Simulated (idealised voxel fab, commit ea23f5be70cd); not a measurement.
Herein follows the process module entitled voxel plated lines.
The figure presents cross-section cut, which has a width of 240 nm and is divided into square cells with an edge length of 5 nm.
For the purposes of this document, a cross-section shall be understood as a grid of square cells, specified as bands listed in top-to-bottom order, each band consisting of one or more rows of cells.
Band entry format. Leading values: height of top, height of bottom, nm. Remainder: materials in left-to-right order, each with its width in nm. Special words: "everywhere" on a single material, which then fills the band edge to edge; "blank", empty space.
Zero point of the height axis is 0; under it, received wafer = one material. Lowest band: continues down indefinitely, "0..down".
Read "30 to 40" as a graded width: first number on top, second number at the bottom, same change between each pair of neighbouring rows.
"no modification" after a step means that no cell of the cross-section changed.
"Enclosed voids" lists enclosed empty spaces (at least 8 cells, no open path upward to the top), each as width x height at distance from the left edge, in nm.
Text after the settings on a step's line: the simulator's own remark on that step.
A step line may carry the setting "overlay nm", which, for steps involving a mask, states the distance by which the mask lay to the right of its intended position; negative values denote displacement to the left.
Reading guide: pairs of cross-sections, before and after one process step; after view cut off at lowest changed band; step and settings listed under each pair. Pairs may stem from different runs of this module on the same starting wafer; continuity with the pair above only where the "Pre-step condition" entry states it.
[Pre-step condition]
* 0..down  Si everywhere
* Enclosed voids: none
[Post-Process Section]
* 15..0  SiN everywhere
* For the remainder of the cross-section, below 0, there is no change.
* Enclosed voids: none
What process step lies between the two cross-sections above? CONFORMAL_DEP [material SiN] [thk nm 15]
Pre-step condition: no separate figure, the pair right above already shows it after its step.
[Post-Process Section]
* 20..15  TiN everywhere
* For the remainder of the cross-section, below 15, there is no change.
* Enclosed voids: none
What process step lies between the two cross-sections above? DIRECTIONAL_DEP [material TiN] [thk nm 5]
Pre-step condition: no separate figure, the pair right above already shows it after its step.
[Post-Process Section]
* 55..20  resist=60 / blank=20 / resist=30 / blank=20 / resist=30 / blank=20 / resist=60
* For the remainder of the cross-section, below 20, there is no change.
* Enclosed voids: none
What process step lies between the two cross-sections above? PATTERN [tone open] [mask id LINES] [material resist] [width nm 20] [pitch nm 50] [thk nm 35] [overlay nm 0]
Pre-step condition: no separate figure, the pair right above already shows it after its step.
[Post-Process Section]
* 55..25  resist=60 / blank=20 / resist=30 / blank=20 / resist=30 / blank=20 / resist=60
* 25..20  resist=60 / Ru=20 / resist=30 / Ru=20 / resist=30 / Ru=20 / resist=60
* For the remainder of the cross-section, below 20, there is no change.
* Enclosed voids: none
What process step lies between the two cross-sections above? EPI [material Ru] [thk nm 5]
Pre-step condition: no separate figure, the pair right above already shows it after its step.
[Post-Process Section]
* 55..30  resist=60 / blank=20 / resist=30 / blank=20 / resist=30 / blank=20 / resist=60
* 30..20  resist=60 / Ru=20 / resist=30 / Ru=20 / resist=30 / Ru=20 / resist=60
* For the remainder of the cross-section, below 20, there is no change.
* Enclosed voids: none
What process step lies between the two cross-sections above? EPI [material Ru] [thk nm 5]
Pre-step condition: no separate figure, the pair right above already shows it after its step.
[Post-Process Section]
* 55..40  resist=60 / blank=20 / resist=30 / blank=20 / resist=30 / blank=20 / resist=60
* 40..20  resist=60 / Ru=20 / resist=30 / Ru=20 / resist=30 / Ru=20 / resist=60
* For the remainder of the cross-section, below 20, there is no change.
* Enclosed voids: none
What process step lies between the two cross-sections above? EPI [material Ru] [thk nm 10]
Pre-step condition: no separate figure, the pair right above already shows it after its step.
[Post-Process Section]
* 40..20  blank=60 / Ru=20 / blank=30 / Ru=20 / blank=30 / Ru=20 / blank=60
* For the remainder of the cross-section, below 20, there is no change.
* Enclosed voids: none
What process step lies between the two cross-sections above? STRIP [etch materials resist]
Pre-step condition: no separate figure, the pair right above already shows it after its step.
[Post-Process Section]
* 40..20  blank=60 / Ru=20 / blank=30 / Ru=20 / blank=30 / Ru=20 / blank=60
* 20..15  blank=60 / TiN=20 / blank=30 / TiN=20 / blank=30 / TiN=20 / blank=60
* For the remainder of the cross-section, below 15, there is no change.
* Enclosed voids: none
What process step lies between the two cross-sections above? DIRECTIONAL_ETCH [etch materials TiN] [depth nm 5]
Pre-step condition: no separate figure, the pair right above already shows it after its step.
[Post-Process Section]
* 50..40  blank=50 / SiN=40 / blank=10 / SiN=40 / blank=10 / SiN=40 / blank=50
* 40..25  blank=50 / SiN=10 / Ru=20 / SiN=10 / blank=10 / SiN=10 / Ru=20 / SiN=10 / blank=10 / SiN=10 / Ru=20 / SiN=10 / blank=50
* 25..20  SiN=60 / Ru=20 / SiN=30 / Ru=20 / SiN=30 / Ru=20 / SiN=60
* 20..15  SiN=60 / TiN=20 / SiN=30 / TiN=20 / SiN=30 / TiN=20 / SiN=60
* For the remainder of the cross-section, below 15, there is no change.
* Enclosed voids: none
What process step lies between the two cross-sections above? CONFORMAL_DEP [material SiN] [thk nm 10]
[Pre-step condition]
* 15..0  SiN everywhere
* 0..down  Si everywhere
* Enclosed voids: none
[Post-Process Section]
* 50..15  resist=60 / blank=20 / resist=30 / blank=20 / resist=30 / blank=20 / resist=60
* For the remainder of the cross-section, below 15, there is no change.
* Enclosed voids: none
What process step lies between the two cross-sections above? PATTERN [tone open] [mask id LINES] [material resist] [width nm 20] [pitch nm 50] [thk nm 35] [overlay nm 0]
Pre-step condition: no separate figure, the pair right above already shows it after its step.
[Post-Process Section]
* 15..0  SiN everywhere
* For the remainder of the cross-section, below 0, there is no change.
* Enclosed voids: none
What process step lies between the two cross-sections above? STRIP [etch materials resist]
Pre-step condition: no separate figure, the pair right above already shows it after its step.
[Post-Process Section]
* 25..0  SiN everywhere
* For the remainder of the cross-section, below 0, there is no change.
* Enclosed voids: none
What process step lies between the two cross-sections above? CONFORMAL_DEP [material SiN] [thk nm 10]
[Pre-step condition]
* 15..0  SiN everywhere
* 0..down  Si everywhere
* Enclosed voids: none
[Post-Process Section]
* 30..0  SiN everywhere
* For the remainder of the cross-section, below 0, there is no change.
* Enclosed voids: none
What process step lies between the two cross-sections above? CONFORMAL_DEP [material SiN] [thk nm 15]
Pre-step condition: no separate figure, the pair right above already shows it after its step.
[Post-Process Section]
* 35..30  TiN everywhere
* For the remainder of the cross-section, below 30, there is no change.
* Enclosed voids: none
What process step lies between the two cross-sections above? DIRECTIONAL_DEP [material TiN] [thk nm 5]
Pre-step condition: no separate figure, the pair right above already shows it after its step.
[Post-Process Section]
* 70..35  resist=60 / blank=20 / resist=30 / blank=20 / resist=30 / blank=20 / resist=60
* For the remainder of the cross-section, below 35, there is no change.
* Enclosed voids: none
What process step lies between the two cross-sections above? PATTERN [tone open] [mask id LINES] [material resist] [width nm 20] [pitch nm 50] [thk nm 35] [overlay nm 0]
Pre-step condition: no separate figure, the pair right above already shows it after its step.
[Post-Process Section]
* 70..40  resist=60 / blank=20 / resist=30 / blank=20 / resist=30 / blank=20 / resist=60
* 40..35  resist=60 / Ru=20 / resist=30 / Ru=20 / resist=30 / Ru=20 / resist=60
* For the remainder of the cross-section, below 35, there is no change.
* Enclosed voids: none
What process step lies between the two cross-sections above? EPI [material Ru] [thk nm 5]
Pre-step condition: no separate figure, the pair right above already shows it after its step.
[Post-Process Section]
* 70..45  resist=60 / blank=20 / resist=30 / blank=20 / resist=30 / blank=20 / resist=60
* 45..35  resist=60 / Ru=20 / resist=30 / Ru=20 / resist=30 / Ru=20 / resist=60
* For the remainder of the cross-section, below 35, there is no change.
* Enclosed voids: none
What process step lies between the two cross-sections above? EPI [material Ru] [thk nm 5]
Pre-step condition: no separate figure, the pair right above already shows it after its step.
[Post-Process Section]
* 70..55  resist=60 / blank=20 / resist=30 / blank=20 / resist=30 / blank=20 / resist=60
* 55..35  resist=60 / Ru=20 / resist=30 / Ru=20 / resist=30 / Ru=20 / resist=60
* For the remainder of the cross-section, below 35, there is no change.
* Enclosed voids: none
What process step lies between the two cross-sections above? EPI [material Ru] [thk nm 10]
Pre-step condition: no separate figure, the pair right above already shows it after its step.
[Post-Process Section]
* 55..35  blank=60 / Ru=20 / blank=30 / Ru=20 / blank=30 / Ru=20 / blank=60
* For the remainder of the cross-section, below 35, there is no change.
* Enclosed voids: none
What process step lies between the two cross-sections above? STRIP [etch materials resist]
Pre-step condition: no separate figure, the pair right above already shows it after its step.
[Post-Process Section]
* 55..35  blank=60 / Ru=20 / blank=30 / Ru=20 / blank=30 / Ru=20 / blank=60
* 35..30  blank=60 / TiN=20 / blank=30 / TiN=20 / blank=30 / TiN=20 / blank=60
* For the remainder of the cross-section, below 30, there is no change.
* Enclosed voids: none
What process step lies between the two cross-sections above? DIRECTIONAL_ETCH [etch materials TiN] [depth nm 5]
Pre-step condition: no separate figure, the pair right above already shows it after its step.
[Post-Process Section]
* 65..55  blank=50 / SiN=40 / blank=10 / SiN=40 / blank=10 / SiN=40 / blank=50
* 55..40  blank=50 / SiN=10 / Ru=20 / SiN=10 / blank=10 / SiN=10 / Ru=20 / SiN=10 / blank=10 / SiN=10 / Ru=20 / SiN=10 / blank=50
* 40..35  SiN=60 / Ru=20 / SiN=30 / Ru=20 / SiN=30 / Ru=20 / SiN=60
* 35..30  SiN=60 / TiN=20 / SiN=30 / TiN=20 / SiN=30 / TiN=20 / SiN=60
* For the remainder of the cross-section, below 30, there is no change.
* Enclosed voids: none
What process step lies between the two cross-sections above? CONFORMAL_DEP [material SiN] [thk nm 10]
[Pre-step condition]
* 20..15  TiN everywhere
* 15..0  SiN everywhere
* 0..down  Si everywhere
* Enclosed voids: none
[Post-Process Section]
* 25..20  Ru everywhere
* For the remainder of the cross-section, below 20, there is no change.
* Enclosed voids: none
What process step lies between the two cross-sections above? EPI [material Ru] [thk nm 5]
Pre-step condition: no separate figure, the pair right above already shows it after its step.
[Post-Process Section]
* 60..25  resist=60 / blank=20 / resist=30 / blank=20 / resist=30 / blank=20 / resist=60
* For the remainder of the cross-section, below 25, there is no change.
* Enclosed voids: none
What process step lies between the two cross-sections above? PATTERN [tone open] [mask id LINES] [material resist] [width nm 20] [pitch nm 50] [thk nm 35] [overlay nm 0]
Pre-step condition: no separate figure, the pair right above already shows it after its step.
[Post-Process Section]
* 60..30  resist=60 / blank=20 / resist=30 / blank=20 / resist=30 / blank=20 / resist=60
* 30..25  resist=60 / Ru=20 / resist=30 / Ru=20 / resist=30 / Ru=20 / resist=60
* For the remainder of the cross-section, below 25, there is no change.
* Enclosed voids: none
What process step lies between the two cross-sections above? EPI [material Ru] [thk nm 5]
Pre-step condition: no separate figure, the pair right above already shows it after its step.
[Post-Process Section]
* 60..40  resist=60 / blank=20 / resist=30 / blank=20 / resist=30 / blank=20 / resist=60
* 40..25  resist=60 / Ru=20 / resist=30 / Ru=20 / resist=30 / Ru=20 / resist=60
* For the remainder of the cross-section, below 25, there is no change.
* Enclosed voids: none
What process step lies between the two cross-sections above? EPI [material Ru] [thk nm 10]
Pre-step condition: no separate figure, the pair right above already shows it after its step.
[Post-Process Section]
* 40..25  blank=60 / Ru=20 / blank=30 / Ru=20 / blank=30 / Ru=20 / blank=60
* For the remainder of the cross-section, below 25, there is no change.
* Enclosed voids: none
What process step lies between the two cross-sections above? STRIP [etch materials resist]
Pre-step condition: no separate figure, the pair right above already shows it after its step.
[Post-Process Section]
* 50..40  blank=50 / SiN=40 / blank=10 / SiN=40 / blank=10 / SiN=40 / blank=50
* 40..35  blank=50 / SiN=10 / Ru=20 / SiN=10 / blank=10 / SiN=10 / Ru=20 / SiN=10 / blank=10 / SiN=10 / Ru=20 / SiN=10 / blank=50
* 35..25  SiN=60 / Ru=20 / SiN=30 / Ru=20 / SiN=30 / Ru=20 / SiN=60
* For the remainder of the cross-section, below 25, there is no change.
* Enclosed voids: none
What process step lies between the two cross-sections above? CONFORMAL_DEP [material SiN] [thk nm 10]
[Pre-step condition]
* 40..20  blank=60 / Ru=20 / blank=30 / Ru=20 / blank=30 / Ru=20 / blank=60
* 20..15  blank=60 / TiN=20 / blank=30 / TiN=20 / blank=30 / TiN=20 / blank=60
* 15..0  SiN everywhere
* 0..down  Si everywhere
* Enclosed voids: none
[Post-Process Section]
* 45..40  blank=55 / SiN=30 / blank=20 / SiN=30 / blank=20 / SiN=30 / blank=55
* 40..20  blank=55 / SiN=5 / Ru=20 / SiN=5 / blank=20 / SiN=5 / Ru=20 / SiN=5 / blank=20 / SiN=5 / Ru=20 / SiN=5 / blank=55
* 20..15  SiN=60 / TiN=20 / SiN=30 / TiN=20 / SiN=30 / TiN=20 / SiN=60
* For the remainder of the cross-section, below 15, there is no change.
* Enclosed voids: none
What process step lies between the two cross-sections above? CONFORMAL_DEP [material SiN] [thk nm 5]
[Pre-step condition]
* 20..15  TiN everywhere
* 15..0  SiN everywhere
* 0..down  Si everywhere
* Enclosed voids: none
[Post-Process Section]
* 55..20  resist=55 / blank=30 / resist=20 / blank=30 / resist=20 / blank=30 / resist=55
* For the remainder of the cross-section, below 20, there is no change.
* Enclosed voids: none
What process step lies between the two cross-sections above? PATTERN [tone open] [mask id LINES] [material resist] [width nm 30] [pitch nm 50] [thk nm 35] [overlay nm 0]
Pre-step condition: no separate figure, the pair right above already shows it after its step.
[Post-Process Section]
* 55..25  resist=55 / blank=30 / resist=20 / blank=30 / resist=20 / blank=30 / resist=55
* 25..20  resist=55 / Ru=30 / resist=20 / Ru=30 / resist=20 / Ru=30 / resist=55
* For the remainder of the cross-section, below 20, there is no change.
* Enclosed voids: none
What process step lies between the two cross-sections above? EPI [material Ru] [thk nm 5]
Pre-step condition: no separate figure, the pair right above already shows it after its step.
[Post-Process Section]
* 55..30  resist=55 / blank=30 / resist=20 / blank=30 / resist=20 / blank=30 / resist=55
* 30..20  resist=55 / Ru=30 / resist=20 / Ru=30 / resist=20 / Ru=30 / resist=55
* For the remainder of the cross-section, below 20, there is no change.
* Enclosed voids: none
What process step lies between the two cross-sections above? EPI [material Ru] [thk nm 5]
Pre-step condition: no separate figure, the pair right above already shows it after its step.
[Post-Process Section]
* 55..40  resist=55 / blank=30 / resist=20 / blank=30 / resist=20 / blank=30 / resist=55
* 40..20  resist=55 / Ru=30 / resist=20 / Ru=30 / resist=20 / Ru=30 / resist=55
* For the remainder of the cross-section, below 20, there is no change.
* Enclosed voids: none
What process step lies between the two cross-sections above? EPI [material Ru] [thk nm 10]
Pre-step condition: no separate figure, the pair right above already shows it after its step.
[Post-Process Section]
* 40..20  blank=55 / Ru=30 / blank=20 / Ru=30 / blank=20 / Ru=30 / blank=55
* For the remainder of the cross-section, below 20, there is no change.
* Enclosed voids: none
What process step lies between the two cross-sections above? STRIP [etch materials resist]
Pre-step condition: no separate figure, the pair right above already shows it after its step.
[Post-Process Section]
* 40..20  blank=55 / Ru=30 / blank=20 / Ru=30 / blank=20 / Ru=30 / blank=55
* 20..15  blank=55 / TiN=30 / blank=20 / TiN=30 / blank=20 / TiN=30 / blank=55
* For the remainder of the cross-section, below 15, there is no change.
* Enclosed voids: none
What process step lies between the two cross-sections above? DIRECTIONAL_ETCH [etch materials TiN] [depth nm 5]
Pre-step condition: no separate figure, the pair right above already shows it after its step.
[Post-Process Section]
* 50..40  blank=45 / SiN=150 / blank=45
* 40..25  blank=45 / SiN=10 / Ru=30 / SiN=20 / Ru=30 / SiN=20 / Ru=30 / SiN=10 / blank=45
* 25..20  SiN=55 / Ru=30 / SiN=20 / Ru=30 / SiN=20 / Ru=30 / SiN=55
* 20..15  SiN=55 / TiN=30 / SiN=20 / TiN=30 / SiN=20 / TiN=30 / SiN=55
* For the remainder of the cross-section, below 15, there is no change.
* Enclosed voids: none
What process step lies between the two cross-sections above? CONFORMAL_DEP [material SiN] [thk nm 10]
[Pre-step condition]
* 20..15  TiN everywhere
* 15..0  SiN everywhere
* 0..down  Si everywhere
* Enclosed voids: none
[Post-Process Section]
* 55..20  resist=70 / blank=20 / resist=30 / blank=20 / resist=30 / blank=20 / resist=50
* For the remainder of the cross-section, below 20, there is no change.
* Enclosed voids: none
What process step lies between the two cross-sections above? PATTERN [tone open] [mask id LINES] [material resist] [width nm 20] [pitch nm 50] [thk nm 35] [overlay nm 10]
Pre-step condition: no separate figure, the pair right above already shows it after its step.
[Post-Process Section]
* 55..25  resist=70 / blank=20 / resist=30 / blank=20 / resist=30 / blank=20 / resist=50
* 25..20  resist=70 / Ru=20 / resist=30 / Ru=20 / resist=30 / Ru=20 / resist=50
* For the remainder of the cross-section, below 20, there is no change.
* Enclosed voids: none
What process step lies between the two cross-sections above? EPI [material Ru] [thk nm 5]
Pre-step condition: no separate figure, the pair right above already shows it after its step.
[Post-Process Section]
* 55..30  resist=70 / blank=20 / resist=30 / blank=20 / resist=30 / blank=20 / resist=50
* 30..20  resist=70 / Ru=20 / resist=30 / Ru=20 / resist=30 / Ru=20 / resist=50
* For the remainder of the cross-section, below 20, there is no change.
* Enclosed voids: none
What process step lies between the two cross-sections above? EPI [material Ru] [thk nm 5]
Pre-step condition: no separate figure, the pair right above already shows it after its step.
[Post-Process Section]
* 55..40  resist=70 / blank=20 / resist=30 / blank=20 / resist=30 / blank=20 / resist=50
* 40..20  resist=70 / Ru=20 / resist=30 / Ru=20 / resist=30 / Ru=20 / resist=50
* For the remainder of the cross-section, below 20, there is no change.
* Enclosed voids: none
What process step lies between the two cross-sections above? EPI [material Ru] [thk nm 10]
Pre-step condition: no separate figure, the pair right above already shows it after its step.
[Post-Process Section]
* 40..20  blank=70 / Ru=20 / blank=30 / Ru=20 / blank=30 / Ru=20 / blank=50
* For the remainder of the cross-section, below 20, there is no change.
* Enclosed voids: none
What process step lies between the two cross-sections above? STRIP [etch materials resist]
Pre-step condition: no separate figure, the pair right above already shows it after its step.
[Post-Process Section]
* 40..20  blank=70 / Ru=20 / blank=30 / Ru=20 / blank=30 / Ru=20 / blank=50
* 20..15  blank=70 / TiN=20 / blank=30 / TiN=20 / blank=30 / TiN=20 / blank=50
* For the remainder of the cross-section, below 15, there is no change.
* Enclosed voids: none
What process step lies between the two cross-sections above? DIRECTIONAL_ETCH [etch materials TiN] [depth nm 5]
Pre-step condition: no separate figure, the pair right above already shows it after its step.
[Post-Process Section]
* 50..40  blank=60 / SiN=40 / blank=10 / SiN=40 / blank=10 / SiN=40 / blank=40
* 40..25  blank=60 / SiN=10 / Ru=20 / SiN=10 / blank=10 / SiN=10 / Ru=20 / SiN=10 / blank=10 / SiN=10 / Ru=20 / SiN=10 / blank=40
* 25..20  SiN=70 / Ru=20 / SiN=30 / Ru=20 / SiN=30 / Ru=20 / SiN=50
* 20..15  SiN=70 / TiN=20 / SiN=30 / TiN=20 / SiN=30 / TiN=20 / SiN=50
* For the remainder of the cross-section, below 15, there is no change.
* Enclosed voids: none
What process step lies between the two cross-sections above? CONFORMAL_DEP [material SiN] [thk nm 10]
[Pre-step condition]
* 40..20  blank=60 / Ru=20 / blank=30 / Ru=20 / blank=30 / Ru=20 / blank=60
* 20..15  blank=60 / TiN=20 / blank=30 / TiN=20 / blank=30 / TiN=20 / blank=60
* 15..0  SiN everywhere
* 0..down  Si everywhere
* Enclosed voids: none
[Post-Process Section]
* 50..40  blank=50 / TiN=40 / blank=10 / TiN=40 / blank=10 / TiN=40 / blank=50
* 40..25  blank=50 / TiN=10 / Ru=20 / TiN=10 / blank=10 / TiN=10 / Ru=20 / TiN=10 / blank=10 / TiN=10 / Ru=20 / TiN=10 / blank=50
* 25..20  TiN=60 / Ru=20 / TiN=30 / Ru=20 / TiN=30 / Ru=20 / TiN=60
* 20..15  TiN everywhere
* For the remainder of the cross-section, below 15, there is no change.
* Enclosed voids: none
What process step lies between the two cross-sections above? CONFORMAL_DEP [material TiN] [thk nm 10]
[Pre-step condition]
* 20..15  TiN everywhere
* 15..0  SiN everywhere
* 0..down  Si everywhere
* Enclosed voids: none
[Post-Process Section]
* 55..20  blank=60 / resist=20 / blank=30 / resist=20 / blank=30 / resist=20 / blank=60
* For the remainder of the cross-section, below 20, there is no change.
* Enclosed voids: none
What process step lies between the two cross-sections above? PATTERN [tone cover] [mask id LINES] [material resist] [width nm 20] [pitch nm 50] [thk nm 35] [overlay nm 0]
Pre-step condition: no separate figure, the pair right above already shows it after its step.
[Post-Process Section]
* 55..25  blank=60 / resist=20 / blank=30 / resist=20 / blank=30 / resist=20 / blank=60
* 25..20  Ru=60 / resist=20 / Ru=30 / resist=20 / Ru=30 / resist=20 / Ru=60
* For the remainder of the cross-section, below 20, there is no change.
* Enclosed voids: none
What process step lies between the two cross-sections above? EPI [material Ru] [thk nm 5]
Pre-step condition: no separate figure, the pair right above already shows it after its step.
[Post-Process Section]
* 55..30  blank=60 / resist=20 / blank=30 / resist=20 / blank=30 / resist=20 / blank=60
* 30..20  Ru=60 / resist=20 / Ru=30 / resist=20 / Ru=30 / resist=20 / Ru=60
* For the remainder of the cross-section, below 20, there is no change.
* Enclosed voids: none
What process step lies between the two cross-sections above? EPI [material Ru] [thk nm 5]
Pre-step condition: no separate figure, the pair right above already shows it after its step.
[Post-Process Section]
* 55..40  blank=60 / resist=20 / blank=30 / resist=20 / blank=30 / resist=20 / blank=60
* 40..20  Ru=60 / resist=20 / Ru=30 / resist=20 / Ru=30 / resist=20 / Ru=60
* For the remainder of the cross-section, below 20, there is no change.
* Enclosed voids: none
What process step lies between the two cross-sections above? EPI [material Ru] [thk nm 10]
Pre-step condition: no separate figure, the pair right above already shows it after its step.
[Post-Process Section]
* 40..20  Ru=60 / blank=20 / Ru=30 / blank=20 / Ru=30 / blank=20 / Ru=60
* For the remainder of the cross-section, below 20, there is no change.
* Enclosed voids: none
What process step lies between the two cross-sections above? STRIP [etch materials resist]
Pre-step condition: no separate figure, the pair right above already shows it after its step.
[Post-Process Section]
* 40..20  Ru=60 / blank=20 / Ru=30 / blank=20 / Ru=30 / blank=20 / Ru=60
* 20..15  TiN=60 / blank=20 / TiN=30 / blank=20 / TiN=30 / blank=20 / TiN=60
* For the remainder of the cross-section, below 15, there is no change.
* Enclosed voids: none
What process step lies between the two cross-sections above? DIRECTIONAL_ETCH [etch materials TiN] [depth nm 5]
Pre-step condition: no separate figure, the pair right above already shows it after its step.
[Post-Process Section]
* 50..40  SiN everywhere
* 40..20  Ru=60 / SiN=20 / Ru=30 / SiN=20 / Ru=30 / SiN=20 / Ru=60
* 20..15  TiN=60 / SiN=20 / TiN=30 / SiN=20 / TiN=30 / SiN=20 / TiN=60
* For the remainder of the cross-section, below 15, there is no change.
* Enclosed voids: none
What process step lies between the two cross-sections above? CONFORMAL_DEP [material SiN] [thk nm 10]
